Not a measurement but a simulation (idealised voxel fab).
Proc. module: voxel ribs on slabs
Cross-section cut spans 190 nm and uses square cells 5 nm in size.
The cross-sections in this document take the form of a grid made of square cells. They are written out as bands, in order from top to bottom. Each band consists of one or more rows of cells.
Band: top and bottom heights (nm) first, top before bottom; then materials from left to right, widths in nm. "edge to edge" marks a sole material filling the band edge to edge. "air" denotes empty space.
Height 0 is the level under which the wafer as received is all one material. The lowest band goes on downwards, as in "z 0 and below".
Read "30 to 40" as a graded width: first number on top, second number at the bottom, same change between each pair of neighbouring rows.
You'll sometimes find "remains unaltered" written for a step, and that's the way of saying that nowhere in the cross-section did a cell change during that step.
"Closed void inventory" enumerates empty spaces isolated from the top, with no open way to it, that contain at least 8 cells, giving each as width x height at distance from the left edge, all three in nm.
after a step's settings: what the simulator itself notes on the step
A step line may carry the setting "overlay nm", which, for steps involving a mask, states the distance by which the mask lay to the right of its intended position; negative values denote displacement to the left.

Planned step list for the process:
- 1: RECEIVE [material Si]
- 2: DIRECTIONAL_DEP [material SiO2] [thk nm 20]
- 3: DIRECTIONAL_DEP [material polySi] [thk nm 25]
- 4: DIRECTIONAL_DEP [material aC] [thk nm 10]
- 5: PATTERN [tone cover] [mask id RIB] [material resist] [width nm 25] [thk nm 25] [overlay nm 0]
- 6: DIRECTIONAL_ETCH [etch materials aC] [depth nm 10]
- 7: STRIP [etch materials resist]
- 8: DIRECTIONAL_ETCH [etch materials polySi] [depth nm 10]
- 9: STRIP [etch materials aC]
- 10: PATTERN [tone cover] [mask id SLAB] [material resist] [width nm 75] [thk nm 20] [overlay nm 0]
- 11: DIRECTIONAL_ETCH [etch materials polySi] [depth nm 15]
- 12: STRIP [etch materials resist]
- 13: FILL_DEP [material SiO2] [thk nm 25]
- 14: CMP [height nm 65]
- 15: DIRECTIONAL_DEP [material W] [thk nm 5]
- 16: MASKED_ETCH [tone cover] [mask id HEATER] [width nm 35] [etch materials W] [depth nm 5] [overlay nm 0]
- 17: CONFORMAL_DEP [material SiN] [thk nm 5]

Cross-section of the wafer as it came to us, i.e., already through step 1:
    z 0 and below | Si edge to edge
    Closed void inventory: none

Wafer cross-section at end of module: start and plan as shown above, one execution error:
    z 75 to 70 | 70 of air  45 of SiN  75 of air
    z 70 to 65 | 75 of SiN  35 of W  80 of SiN
    z 65 to 45 | W edge to edge
    z 45 to 35 | 80 of W  25 of polySi  85 of W
    z 35 to 20 | 55 of W  75 of polySi  60 of W
    z 20 to 0 | SiO2 edge to edge
    z 0 and below | Si edge to edge
    Closed void inventory: none
Plan not followed: step 13 changed vs plan, executed as FILL_DEP [material W] [thk nm 25]
